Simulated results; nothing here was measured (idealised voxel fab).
Presented below is a process module, voxel fin reveal.
FYI the section here is cut, 245 nm wide, cells are 5 nm squares.
How to read a cross-section here: the picture is a grid of square cells, written as bands going from the top down, and any band can span one or more rows of cells. It is stipulated that each band's entry specify, in nanometres, the height of the top of the band and then that of its bottom, followed by the materials of the band in left-to-right sequence, each together with its width in nanometres. A single material marked by the word "full width" is understood to fill the band from edge to edge; the word "air" is understood to denote empty space. All heights in this document are referenced to 0, defined as the level beneath which the wafer, as received, consists entirely of one material. The lowest band is not bounded below; it extends indefinitely downward and is written in the form "0 nm and below". So if you see something like "30..40" for the width, read it as the top row of the band sitting at the first number and the bottom row at the second, with every row in between moving by the same amount as the last. "no change" for a step: no cell of the cross-section changed in that step. The entry titled "Closed void catalog" provides the empty spaces that have no open way to the top, restricted to those of 8 cells or more. Each is presented as width x height at distance, the distance being measured from the left edge, with all three in nm. The remark found on a step's line after its settings is issued by the simulator itself and pertains to that step. What "overlay nm" on a step's line means: if the step has a mask, that mask lay this far to the right of its planned place, or, when the value is negative, to the left.

This section lists the process steps that were planned
1 RECEIVE with material Si
2 CONFORMAL_DEP with material SiN, thk nm 10
3 MASKED_ETCH with tone cover, mask id FINS, width nm 15, pitch nm 40, etch materials SiN, depth nm 10, overlay nm 0
4 MASKED_ETCH with tone cover, mask id FINS, width nm 15, pitch nm 40, etch materials Si, depth nm 35, overlay nm 0
5 OXIDIZE with depth nm 5
6 FILL_DEP with material SiO2, thk nm 15
7 CMP with height nm 10
8 SELECTIVE_ETCH with etch materials SiO2, depth nm 20
9 STRIP with etch materials SiN
10 CONFORMAL_DEP with material HfO2, thk nm 5

The cross-section here shows the wafer as received, i.e. in its state after step 1
    0 nm and below  Si full width
    Closed void catalog: none

Sectioned view, first of two wafers, at the close of the module, processed as intended in the plan
    5 nm to 0 nm  air 55; HfO2 15; air 25; HfO2 15; air 25; HfO2 15; air 25; HfO2 15; air 55
    0 nm to -5 nm  air 55; HfO2 5; Si 5; HfO2 5; air 25; HfO2 5; Si 5; HfO2 5; air 25; HfO2 5; Si 5; HfO2 5; air 25; HfO2 5; Si 5; HfO2 5; air 55
    -5 nm to -10 nm  HfO2 60; Si 5; HfO2 35; Si 5; HfO2 35; Si 5; HfO2 35; Si 5; HfO2 60
    -10 nm to -40 nm  SiO2 60; Si 5; SiO2 35; Si 5; SiO2 35; Si 5; SiO2 35; Si 5; SiO2 60
    -40 nm and below  Si full width
    Closed void catalog: none

Cross-section, second wafer: same start as the first, same plan as the first, one mistake in running it; taken at the end of the module
    5 nm to 0 nm  air 55; HfO2 15; air 25; HfO2 15; air 25; HfO2 15; air 25; HfO2 15; air 55
    0 nm to -5 nm  air 55; HfO2 5; Si 5; HfO2 5; air 25; HfO2 5; Si 5; HfO2 5; air 25; HfO2 5; Si 5; HfO2 5; air 25; HfO2 5; Si 5; HfO2 5; air 55
    -5 nm to -10 nm  HfO2 40; air 15; HfO2 5; Si 5; HfO2 5; air 25; HfO2 5; Si 5; HfO2 5; air 25; HfO2 5; Si 5; HfO2 5; air 25; HfO2 5; Si 5; HfO2 5; air 15; HfO2 40
    -10 nm to -15 nm  SiO2 35; HfO2 5; air 15; HfO2 5; Si 5; HfO2 5; air 25; HfO2 5; Si 5; HfO2 5; air 25; HfO2 5; Si 5; HfO2 5; air 25; HfO2 5; Si 5; HfO2 5; air 15; HfO2 5; SiO2 35
    -15 nm to -20 nm  SiO2 35; HfO2 25; Si 5; HfO2 35; Si 5; HfO2 35; Si 5; HfO2 35; Si 5; HfO2 25; SiO2 35
    -20 nm to -40 nm  SiO2 60; Si 5; SiO2 35; Si 5; SiO2 35; Si 5; SiO2 35; Si 5; SiO2 60
    -40 nm and below  Si full width
    Closed void catalog: none
Here's what went sideways: deviation from plan: step 9 and step 8 executed in one another's positions
Counted in cells at the end, the second wafer holds more or fewer of these materials than the first: +20 HfO2; -62 SiO2
